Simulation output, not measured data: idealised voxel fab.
voxel plated lines: a process module
Square cell edge 5 nm, section width 300 nm, ID cut.
In this document a cross-section is written as a grid of square cells. It is given as a series of bands, listed from the top down, and a band is one or more rows of cells.
Look at the band entry: it leads with the top's height and the bottom's height in nm. Then it lists the materials left to right, with a width in nm for each. The word "all across" on a single material says that material fills the band edge to edge. The word "blank" is empty space.
Zero point of the height axis is 0; under it, received wafer = one material. Lowest band: continues down indefinitely, "0 and below".
Top row gets the first number, bottom row gets the second, and each row in between changes by the same step: that is how a band width like "30..40" works.
For the purposes of this document, the phrase "no change" attached to a step denotes that no cell within the cross-section was modified by that step.
The entry titled "Fully enclosed voids" provides the empty spaces that have no open way to the top, restricted to those of 8 cells or more. Each is presented as width x height at distance, the distance being measured from the left edge, with all three in nm.
Read whatever lies past the settings on a step's line as the simulator's own remark about the step.
overlay nm: mask offset rightward from planned place, masked step; negative means leftward offset.
# Process steps - plan
1 RECEIVE (material Si)
2 CONFORMAL_DEP (material Al2O3; thk nm 10)
3 DIRECTIONAL_DEP (material TiN; thk nm 5)
4 PATTERN (tone open; mask id LINES; material resist; width nm 15; pitch nm 45; thk nm 35; overlay nm 0)
5 EPI (material Ru; thk nm 10)
6 EPI (material Ru; thk nm 10)
7 EPI (material Ru; thk nm 10)
8 STRIP (etch materials resist)
9 DIRECTIONAL_ETCH (etch materials TiN; depth nm 5)
10 CONFORMAL_DEP (material SiN; thk nm 5)
# Shown in cross-section is the wafer as received, that is, as it stands after step 1
* 0 and below: Si all across
* Fully enclosed voids: none
# Result of the module, cross-sectioned: start per above, plan per above, one error in how it was run
* 60 down to 45: 80 nm blank / 135 nm SiN / 85 nm blank
* 45 down to 25: 80 nm blank / 15 nm SiN / 15 nm Ru / 30 nm SiN / 15 nm Ru / 30 nm SiN / 15 nm Ru / 15 nm SiN / 85 nm blank
* 25 down to 15: 95 nm SiN / 15 nm Ru / 30 nm SiN / 15 nm Ru / 30 nm SiN / 15 nm Ru / 100 nm SiN
* 15 down to 10: 95 nm SiN / 15 nm TiN / 30 nm SiN / 15 nm TiN / 30 nm SiN / 15 nm TiN / 100 nm SiN
* 10 down to 0: Al2O3 all across
* 0 and below: Si all across
* Fully enclosed voids: none
Here's what went sideways: in deviation from the planned setting, step 10 was conducted as CONFORMAL_DEP (material SiN; thk nm 15)
